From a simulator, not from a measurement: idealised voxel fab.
process module | voxel wiring stack
cross-section cut | 285 nm wide | cells 5 nm
A cross-section is a grid of square cells, given in bands from the top down. A band is one or more rows of cells.
Each band's line starts with the height of the band's top and of its bottom, in nm. Then come its materials from left to right, each with its width in nm. One material with "throughout" fills the band from edge to edge. "air" is empty space.
Height 0 is the level under which the wafer as received is all one material. The lowest band goes on downwards, as in "0 down".
A width such as "30 to 40" changes by the same amount from each row of cells to the next, from the band's top row to its bottom row.
"no change" after a step means that no cell of the cross-section changed.
closed voids: empty space of 8 cells or more with no open way to the top, each as width x height at its distance from the left edge, in nm
after a step's settings: what the simulator itself notes on the step
overlay nm, on a step with a mask: how far to the right of its planned place the mask lay; to the left if negative
plan
1 op RECEIVE | material Si
2 op CONFORMAL_DEP | material SiO2 | thk nm 15
3 op DIRECTIONAL_DEP | material TiN | thk nm 5
4 op DIRECTIONAL_DEP | material Ru | thk nm 15
5 op MASKED_ETCH | tone cover | mask id METAL_1 | width nm 20 | pitch nm 40 | etch materials Ru | depth nm 15 | overlay nm 0
6 op MASKED_ETCH | tone cover | mask id METAL_1 | width nm 20 | pitch nm 40 | etch materials TiN | depth nm 5 | overlay nm 0
7 op CONFORMAL_DEP | material SiN | thk nm 5
8 op FILL_DEP | material SiO2 | thk nm 5
9 op CMP | height nm 35
10 op CONFORMAL_DEP | material SiCN | thk nm 5
11 op DIRECTIONAL_DEP | material SiO2 | thk nm 30
12 op MASKED_ETCH | tone open | mask id METAL_2 | width nm 20 | pitch nm 40 | etch materials SiO2 | depth nm 20 | overlay nm 0
13 op MASKED_ETCH | tone open | mask id METAL_2_HOLES | width nm 15 | pitch nm 40 | etch materials SiO2 | depth nm 10 | overlay nm 0
14 op MASKED_ETCH | tone open | mask id METAL_2_HOLES | width nm 15 | pitch nm 40 | etch materials SiCN | depth nm 5 | overlay nm 0
15 op CONFORMAL_DEP | material TiN | thk nm 5
16 op FILL_DEP | material Ru | thk nm 10
17 op CMP | height nm 70
18 op CONFORMAL_DEP | material SiCN | thk nm 5
as received, after step 1
  0 down: Si throughout
  closed voids: none
first wafer at the end, as planned
  75 to 70: SiCN throughout
  70 to 55: SiO2 70 | TiN 5 | Ru 10 | TiN 5 | SiO2 20 | TiN 5 | Ru 10 | TiN 5 | SiO2 20 | TiN 5 | Ru 10 | TiN 5 | SiO2 20 | TiN 5 | Ru 10 | TiN 5 | SiO2 75
  55 to 50: SiO2 70 | TiN 5 | Ru 5 | TiN 10 | SiO2 20 | TiN 5 | Ru 5 | TiN 10 | SiO2 20 | TiN 5 | Ru 5 | TiN 10 | SiO2 20 | TiN 5 | Ru 5 | TiN 10 | SiO2 75
  50 to 40: SiO2 70 | TiN 5 | Ru 5 | TiN 5 | SiO2 25 | TiN 5 | Ru 5 | TiN 5 | SiO2 25 | TiN 5 | Ru 5 | TiN 5 | SiO2 25 | TiN 5 | Ru 5 | TiN 5 | SiO2 80
  40 to 35: SiCN 70 | TiN 15 | SiCN 25 | TiN 15 | SiCN 25 | TiN 15 | SiCN 25 | TiN 15 | SiCN 80
  35 to 20: SiO2 65 | SiN 5 | Ru 20 | SiN 5 | SiO2 10 | SiN 5 | Ru 20 | SiN 5 | SiO2 10 | SiN 5 | Ru 20 | SiN 5 | SiO2 10 | SiN 5 | Ru 20 | SiN 5 | SiO2 70
  20 to 15: SiN 70 | TiN 20 | SiN 20 | TiN 20 | SiN 20 | TiN 20 | SiN 20 | TiN 20 | SiN 75
  15 to 0: SiO2 throughout
  0 down: Si throughout
  closed voids: none
second wafer at the end: like start, like plan, one mistake
  75 to 70: SiCN throughout
  70 to 65: SiCN 70 | TiN 15 | SiCN 25 | TiN 15 | SiCN 25 | TiN 15 | SiCN 25 | TiN 15 | SiCN 80
  65 to 35: SiO2 throughout
  35 to 20: SiO2 65 | SiN 5 | Ru 20 | SiN 5 | SiO2 10 | SiN 5 | Ru 20 | SiN 5 | SiO2 10 | SiN 5 | Ru 20 | SiN 5 | SiO2 10 | SiN 5 | Ru 20 | SiN 5 | SiO2 70
  20 to 15: SiN 70 | TiN 20 | SiN 20 | TiN 20 | SiN 20 | TiN 20 | SiN 20 | TiN 20 | SiN 75
  15 to 0: SiO2 throughout
  0 down: Si throughout
  closed voids: none
what went wrong: steps 10 and 11 were swapped
at the end the second wafer has, in cells: 36 fewer of Ru | 88 more of SiO2 | 52 fewer of TiN
